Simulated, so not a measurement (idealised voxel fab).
Title: Process Module voxel capacitor over wiring
In the cross-section labelled cut, the width is 175 nm and each square cell is 5 nm.
How to read a cross-section here: the picture is a grid of square cells, written as bands going from the top down, and any band can span one or more rows of cells. In this notation a band is specified by the heights of its top and bottom, in that order and in nm, after which its materials appear from left to right, each paired with its width in nm. The word "all across" attached to a single material means that material fills the band from edge to edge; the word "blank" stands for empty space. Heights are reckoned from 0. Under this level, the received wafer is all of one material. The bottommost band is open-ended downward, for example "0 and below". You'd read "30..40" like this: the band's top row of cells is as wide as the first number, its bottom row is as wide as the second, and going down, every row changes width by the same amount as the row before did. "no change occurred" for a step: no cell of the cross-section changed in that step. Any empty space of 8 cells or more lacking an open way to the top shows up in "Enclosed void catalog" as width x height at distance, distance from the left edge, in nm. The remark found on a step's line after its settings is issued by the simulator itself and pertains to that step. The "overlay nm" setting may appear on a step's line; for a step that uses a mask, it gives how far to the right of its planned position the mask lay, and a negative value indicates the left.

So here's the lineup of process steps we planned
| 1 | RECEIVE | material Si |
| 2 | CONFORMAL_DEP | material SiO2 | thk nm 10 |
| 3 | CONFORMAL_DEP | material SiN | thk nm 5 |
| 4 | DIRECTIONAL_DEP | material lowk | thk nm 25 |
| 5 | MASKED_ETCH | tone open | mask id METAL_1 | width nm 20 | pitch nm 75 | etch materials lowk | depth nm 25 | overlay nm 0 |
| 6 | MASKED_ETCH | tone open | mask id METAL_1 | width nm 20 | pitch nm 75 | etch materials SiN | depth nm 5 | overlay nm 0 |
| 7 | CONFORMAL_DEP | material TiN | thk nm 5 |
| 8 | FILL_DEP | material Cu | thk nm 10 |
| 9 | CMP | height nm 40 |
| 10 | EPI | material Ru | thk nm 5 |
| 11 | FILL_DEP | material SiCN | thk nm 5 |
| 12 | DIRECTIONAL_DEP | material lowk | thk nm 20 |
| 13 | PATTERN | tone open | mask id PLUG_1 | material resist | width nm 15 | thk nm 15 | overlay nm 0 |
| 14 | DIRECTIONAL_ETCH | etch materials lowk | depth nm 20 |
| 15 | DIRECTIONAL_ETCH | etch materials SiCN | depth nm 5 |
| 16 | STRIP | etch materials resist |
| 17 | CONFORMAL_DEP | material TiN | thk nm 5 |
| 18 | FILL_DEP | material Cu | thk nm 10 |
| 19 | CMP | height nm 70 |
| 20 | DIRECTIONAL_DEP | material TiN | thk nm 10 |
| 21 | DIRECTIONAL_DEP | material SiN | thk nm 5 |
| 22 | DIRECTIONAL_DEP | material TiN | thk nm 10 |
| 23 | DIRECTIONAL_DEP | material aC | thk nm 15 |
| 24 | PATTERN | tone cover | mask id UPPER_PLATE | material resist | width nm 60 | thk nm 35 | overlay nm 0 |
| 25 | DIRECTIONAL_ETCH | etch materials aC | depth nm 15 |
| 26 | STRIP | etch materials resist |
| 27 | DIRECTIONAL_ETCH | etch materials TiN | depth nm 10 |
| 28 | DIRECTIONAL_ETCH | etch materials SiN | depth nm 5 |
| 29 | STRIP | etch materials aC |
| 30 | DIRECTIONAL_DEP | material aC | thk nm 15 |
| 31 | PATTERN | tone cover | mask id LOWER_PLATE | material resist | width nm 70 | thk nm 30 | overlay nm 0 |
| 32 | DIRECTIONAL_ETCH | etch materials aC | depth nm 15 |
| 33 | STRIP | etch materials resist |
| 34 | DIRECTIONAL_ETCH | etch materials TiN | depth nm 10 |
| 35 | STRIP | etch materials aC |
| 36 | FILL_DEP | material SiO2 | thk nm 15 |
| 37 | CMP | height nm 105 |
| 38 | MASKED_ETCH | tone open | mask id PLUG_2 | width nm 15 | etch materials SiO2 | depth nm 10 | overlay nm 0 |
| 39 | CONFORMAL_DEP | material TiN | thk nm 5 |
| 40 | FILL_DEP | material Ru | thk nm 5 |
| 41 | CMP | height nm 105 |
| 42 | CONFORMAL_DEP | material SiCN | thk nm 5 |

Cross-section of the wafer at receipt, which is the condition after step 1
* 0 and below: Si all across
* Enclosed void catalog: none

Look at the cross-section after the module: the wafer started out the way shown above and the plan was the one shown above, yet one mistake was made along the way
* 110 down to 105: SiCN all across
* 105 down to 100: SiO2: 55 | TiN: 5 | Ru: 5 | TiN: 5 | SiO2: 105
* 100 down to 95: SiO2: 55 | TiN: 15 | SiO2: 105
* 95 down to 85: SiO2: 45 | TiN: 60 | SiO2: 70
* 85 down to 80: SiO2: 45 | SiN: 60 | SiO2: 70
* 80 down to 70: SiO2: 40 | TiN: 70 | SiO2: 65
* 70 down to 65: Cu all across
* 65 down to 60: TiN: 50 | Cu: 5 | TiN: 120
* 60 down to 40: lowk: 45 | TiN: 5 | Cu: 5 | TiN: 5 | lowk: 115
* 40 down to 35: SiCN: 45 | TiN: 15 | SiCN: 115
* 35 down to 30: SiCN: 35 | Ru: 30 | SiCN: 45 | Ru: 30 | SiCN: 35
* 30 down to 15: lowk: 40 | TiN: 5 | Cu: 10 | TiN: 5 | lowk: 55 | TiN: 5 | Cu: 10 | TiN: 5 | lowk: 40
* 15 down to 10: SiN: 40 | TiN: 20 | SiN: 55 | TiN: 20 | SiN: 40
* 10 down to 0: SiO2 all across
* 0 and below: Si all across
* Enclosed void catalog: none
Which mistake was made when the wafer was run? step 9: run off-plan, actual operation and settings CMP | height nm 30
